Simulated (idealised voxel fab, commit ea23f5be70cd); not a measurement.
Process module in this document: voxel released beams
Xsec cut, 250 nm wide, square cell size 5 nm.
Cross-section format: a grid of square cells, given as bands from top to bottom; each band is one or more rows of cells.
In this notation a band is specified by the heights of its top and bottom, in that order and in nm, after which its materials appear from left to right, each paired with its width in nm. The word "edge to edge" attached to a single material means that material fills the band from edge to edge; the word "blank" stands for empty space.
For the purposes of this specification, 0 denotes the height below which the wafer in its as-received condition is composed wholly of one material, and the lowermost band, lacking a lower limit, extends downward without end, as expressed in "0 down".
So if you see something like "30->40" for the width, read it as the top row of the band sitting at the first number and the bottom row at the second, with every row in between moving by the same amount as the last.
Take "nothing different" at face value: in the step it is given for, the cross-section changed in none of its cells.
Each empty space that has no open way to the top and spans at least 8 cells appears under "Closed void register" as width x height at distance, the distance counted from the left edge, all in nm.
Formally, on a step line, whatever follows the settings is a remark that the simulator itself makes on the step.
Among the settings permitted on a step's line is "overlay nm"; applied to a step with a mask, it specifies the extent to which the mask lay to the right of its planned position, whereas a negative figure signifies a position to the left.
Listed below are the process steps as planned:
1 RECEIVE,material Si
2 CONFORMAL_DEP,material SiN,thk nm 10
3 DIRECTIONAL_DEP,material SiO2,thk nm 15
4 MASKED_ETCH,tone open,mask id ANCHOR,width nm 35,etch materials SiO2,depth nm 5,overlay nm 0
5 CONFORMAL_DEP,material W,thk nm 15
6 PATTERN,tone cover,mask id BEAM,material resist,width nm 110,thk nm 15,overlay nm 0
7 DIRECTIONAL_ETCH,etch materials W,depth nm 15
8 STRIP,etch materials resist
9 STRIP,etch materials SiO2
For clarity, it should be stated that the wafers under discussion commence in an identical condition and differ with respect to the depth nm of step 4, the plan indicating the value that the first wafer had.
First wafer as received, after step 1:
  0 down: Si edge to edge
  Closed void register: none
Module finished, last step 9 done: cross-section of the first of several wafers:
  10 to 0: SiN edge to edge
  0 down: Si edge to edge
  Closed void register: none
Final wafer cross-section at module end:
  40 to 25: blank 65 nm; W 20 nm; blank 5 nm; W 85 nm; blank 75 nm
  25 to 10: blank 70 nm; W 35 nm; blank 145 nm
  10 to 0: SiN edge to edge
  0 down: Si edge to edge
  Closed void register: none
Wafer rows; end of module; cells per material since receipt: (+) gained, (-) lost; then closed voids:
depth nm 5, +100 SiN, Closed void register: none
depth nm 10, +100 SiN, Closed void register: none
depth nm 15, +100 SiN, +84 W, Closed void register: none
depth nm 20, +100 SiN, +84 W, Closed void register: none
depth nm 25, +100 SiN, +84 W, Closed void register: none
depth nm 30, +100 SiN, +84 W, Closed void register: none
